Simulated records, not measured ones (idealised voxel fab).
process module | voxel trench capacitor
cross-section cut | 165 nm wide | cells 5 nm
A cross-section is a grid of square cells, given in bands from the top down. A band is one or more rows of cells.
Each band's line starts with the height of the band's top and of its bottom, in nm. Then come its materials from left to right, each with its width in nm. One material with "throughout" fills the band from edge to edge. "air" is empty space.
Height 0 is the level under which the wafer as received is all one material. The lowest band goes on downwards, as in "0 down".
A width such as "30 to 40" changes by the same amount from each row of cells to the next, from the band's top row to its bottom row.
"no change" after a step means that no cell of the cross-section changed.
closed voids: empty space of 8 cells or more with no open way to the top, each as width x height at its distance from the left edge, in nm
after a step's settings: what the simulator itself notes on the step
overlay nm, on a step with a mask: how far to the right of its planned place the mask lay; to the left if negative
plan
1 op RECEIVE | material Si
2 op CONFORMAL_DEP | material SiN | thk nm 5
3 op PATTERN | tone open | mask id TRENCH | material resist | width nm 20 | pitch nm 45 | thk nm 15 | overlay nm 0
4 op DIRECTIONAL_ETCH | etch materials SiN | depth nm 5
5 op DIRECTIONAL_ETCH | etch materials Si | depth nm 25
6 op STRIP | etch materials resist
7 op CONFORMAL_DEP | material SiO2 | thk nm 5
8 op FILL_DEP | material polySi | thk nm 10
9 op CMP | height nm 5
as received, after step 1
  0 down: Si throughout
  closed voids: none
first wafer at the end, as planned
  5 to 0: SiN 50 | SiO2 5 | polySi 10 | SiO2 5 | SiN 25 | SiO2 5 | polySi 10 | SiO2 5 | SiN 50
  0 to -20: Si 50 | SiO2 5 | polySi 10 | SiO2 5 | Si 25 | SiO2 5 | polySi 10 | SiO2 5 | Si 50
  -20 to -25: Si 50 | SiO2 20 | Si 25 | SiO2 20 | Si 50
  -25 down: Si throughout
  closed voids: none
second wafer at the end: like start, like plan, one mistake
  5 to 0: polySi 50 | SiO2 5 | polySi 10 | SiO2 5 | polySi 25 | SiO2 5 | polySi 10 | SiO2 5 | polySi 50
  0 to -15: Si 50 | SiO2 5 | polySi 10 | SiO2 5 | Si 25 | SiO2 5 | polySi 10 | SiO2 5 | Si 50
  -15 to -20: Si 50 | SiO2 20 | Si 25 | SiO2 20 | Si 50
  -20 down: Si throughout
  closed voids: none
what went wrong: step 2 ran as: op CONFORMAL_DEP | material polySi | thk nm 5
at the end the second wafer has, in cells: 8 more of Si | 25 fewer of SiN | 4 fewer of SiO2 | 21 more of polySi
